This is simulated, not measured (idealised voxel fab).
Process module in this document: voxel transistor to metal
Square cells of 5 nm make up the cross-section cut, whose width is 185 nm.
This document writes a cross-section as a grid whose cells are square, and gives it as bands, listed from the top down; one or more rows of cells form a band. Top height, bottom height, nm. Materials left to right, width each, nm. Single material + "everywhere" = fills band edge to edge. "empty" = empty. Beneath 0, the wafer as received is one material, and that level is where height counting begins. The lowest band goes on downward without a bottom; it is written like "from 0 down". The notation "30->40" denotes a width that varies across the rows of cells in the band, beginning at the first number in the top row, finishing at the second number in the bottom row, and changing by an identical amount from each row to the next. For the purposes of this document, the phrase "nothing changed" attached to a step denotes that no cell within the cross-section was modified by that step. Cavities, sealed: empty space of 8 cells or more with no open way to the top, each as width x height at its distance from the left edge, in nm. Text after the settings on a step's line: the simulator's own remark on that step. The setting "overlay nm" may be written on the line of a step. When the step uses a mask, the value reports how far to the right of the planned place the mask lay, and a negative value reports that it lay to the left. Quick note on how to read the rest: it's all pairs. You get the cross-section before a process step and the one after, but the after one only goes down as far as the lowest band that changed. The step in between, with its settings, sits under the pair. Heads up, the pairs can come from different runs of this module on the same starting wafer, so don't assume a pair picks up from the one above unless its "Before processing" entry says it does.
BEFORE PROCESSING
> from 100 to 80 | resist 45, empty 15, resist 65, empty 15, resist 45
> from 80 to 50 | SiO2 45, empty 15, SiO2 65, empty 15, SiO2 45
> from 50 to 45 | SiCN 45, empty 15, SiCN 65, empty 15, SiCN 45
> from 45 to 30 | SiO2 45, TiN 5, Cu 5, TiN 5, SiO2 65, TiN 5, Cu 5, TiN 5, SiO2 45
> from 30 to 25 | SiN 45, TiN 15, SiN 65, TiN 15, SiN 45
> from 25 to 20 | W 40, TiN 5, SiO2 15, TiN 5, W 55, TiN 5, SiO2 15, TiN 5, W 40
> from 20 to 15 | W 40, TiN 5, SiO2 15, TiN 65, SiO2 15, TiN 5, W 40
> from 15 to 5 | W 40, TiN 5, SiO2 15, TiN 5, SiN 10, HfO2 5, TiN 5, W 15, TiN 5, HfO2 5, SiN 10, TiN 5, SiO2 15, TiN 5, W 40
> from 5 to 0 | W 40, TiN 5, SiO2 5, pSi 15, SiN 10, HfO2 5, TiN 5, W 15, TiN 5, HfO2 5, SiN 10, pSi 15, SiO2 5, TiN 5, W 40
> from 0 to -5 | W 40, TiN 5, SiO2 5, pSi 15, SiN 10, HfO2 5, TiN 25, HfO2 5, SiN 10, pSi 15, SiO2 5, TiN 5, W 40
> from -5 to -10 | TiN 45, SiO2 5, pSi 15, SiO2 5, HfO2 45, SiO2 5, pSi 15, SiO2 5, TiN 45
> from -10 to -25 | SiO2 40, pSi 25, Si 55, pSi 25, SiO2 40
> from -25 to -45 | SiO2 40, Si 105, SiO2 40
> from -45 down | Si everywhere
> Cavities, sealed: none
RESULTING STRUCTURE
> from 80 to 50 | SiO2 45, empty 15, SiO2 65, empty 15, SiO2 45
> At heights below 50, the structure remains unaltered.
> Cavities, sealed: none
the step between: STRIP (etch materials resist)
Before processing: look at the pair above, its after cross-section is where this step starts.
RESULTING STRUCTURE
> from 85 to 80 | TiN 50, empty 5, TiN 75, empty 5, TiN 50
> from 80 to 50 | SiO2 45, TiN 5, empty 5, TiN 5, SiO2 65, TiN 5, empty 5, TiN 5, SiO2 45
> from 50 to 45 | SiCN 45, TiN 15, SiCN 65, TiN 15, SiCN 45
> At heights below 45, the structure remains unaltered.
> Cavities, sealed: none
the step between: CONFORMAL_DEP (material TiN; thk nm 5)
Before processing: look at the pair above, its after cross-section is where this step starts.
RESULTING STRUCTURE
> from 95 to 85 | Cu everywhere
> from 85 to 80 | TiN 50, Cu 5, TiN 75, Cu 5, TiN 50
> from 80 to 50 | SiO2 45, TiN 5, Cu 5, TiN 5, SiO2 65, TiN 5, Cu 5, TiN 5, SiO2 45
> At heights below 50, the structure remains unaltered.
> Cavities, sealed: none
the step between: FILL_DEP (material Cu; thk nm 10)
Before processing: look at the pair above, its after cross-section is where this step starts.
RESULTING STRUCTURE
> from 80 to 50 | SiO2 45, TiN 5, Cu 5, TiN 5, SiO2 65, TiN 5, Cu 5, TiN 5, SiO2 45
> At heights below 50, the structure remains unaltered.
> Cavities, sealed: none
the step between: CMP (height nm 80)
Before processing: look at the pair above, its after cross-section is where this step starts.
RESULTING STRUCTURE
> from 85 to 80 | SiN everywhere
> At heights below 80, the structure remains unaltered.
> Cavities, sealed: none
the step between: CONFORMAL_DEP (material SiN; thk nm 5)
